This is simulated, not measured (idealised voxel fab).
The process module that follows is named voxel lift off.
Pictured: cross-section cut, 190 nm wide, on a grid of 5 nm square cells.
Bands, listed from the top down, are how a cross-section gets written in this document; the cross-section itself is a grid of square cells, and a band is one or more rows of them.
The band entry comprises the height of the band's top followed by the height of its bottom, expressed in nm, and subsequently the band's materials from left to right, each stated together with its width in nm. Where a single material is marked with the word "all across", that material fills the band from edge to edge. The word "air" represents empty space.
Height 0 is the level under which the wafer as received is all one material. The lowest band goes on downwards, as in "0 nm and below".
The notation "30..40" denotes a width that varies across the rows of cells in the band, beginning at the first number in the top row, finishing at the second number in the bottom row, and changing by an identical amount from each row to the next.
For the purposes of this document, the phrase "nothing changed" attached to a step denotes that no cell within the cross-section was modified by that step.
Empty spaces without an open route to the top, at least 8 cells in extent, make up the entry "Voids, sealed"; each is given as width x height at distance, where the distance is measured from the left edge, and all are in nm.
Whatever follows a step's settings on its line is a remark the simulator itself makes about that step.
What "overlay nm" on a step's line means: if the step has a mask, that mask lay this far to the right of its planned place, or, when the value is negative, to the left.
Intended process steps:
1) RECEIVE (material Si)
2) CONFORMAL_DEP (material SiN; thk nm 15)
3) PATTERN (tone open; mask id LINES; material resist; width nm 30; pitch nm 50; thk nm 30; overlay nm 0)
4) DIRECTIONAL_DEP (material Ru; thk nm 15)
5) STRIP (etch materials resist)
6) CONFORMAL_DEP (material SiO2; thk nm 5)
Step 1 complete: cross-section of the wafer as received:
    0 nm and below = Si all across
    Voids, sealed: none
The first of the two wafers as seen in cross-section once the module was finished; processing followed the plan:
    35 nm to 30 nm = air (25), then SiO2 (40), then air (10), then SiO2 (40), then air (10), then SiO2 (40), then air (25)
    30 nm to 20 nm = air (25), then SiO2 (5), then Ru (30), then SiO2 (5), then air (10), then SiO2 (5), then Ru (30), then SiO2 (5), then air (10), then SiO2 (5), then Ru (30), then SiO2 (5), then air (25)
    20 nm to 15 nm = SiO2 (30), then Ru (30), then SiO2 (20), then Ru (30), then SiO2 (20), then Ru (30), then SiO2 (30)
    15 nm to 0 nm = SiN all across
    0 nm and below = Si all across
    Voids, sealed: none
End-of-module cross-section of the second wafer: identical starting point and process plan to the first, with one processing mistake:
    50 nm to 45 nm = air (25), then SiO2 (40), then air (10), then SiO2 (40), then air (10), then SiO2 (40), then air (25)
    45 nm to 35 nm = air (25), then SiO2 (5), then Ru (30), then SiO2 (5), then air (10), then SiO2 (5), then Ru (30), then SiO2 (5), then air (10), then SiO2 (5), then Ru (30), then SiO2 (5), then air (25)
    35 nm to 30 nm = SiO2 (30), then Ru (30), then SiO2 (20), then Ru (30), then SiO2 (20), then Ru (30), then SiO2 (30)
    30 nm to 0 nm = SiN all across
    0 nm and below = Si all across
    Voids, sealed: none
What went wrong in running the wafer? step 2, plan: ran twice
Final cells, second wafer relative to first, materials higher or lower: 114 more of SiN
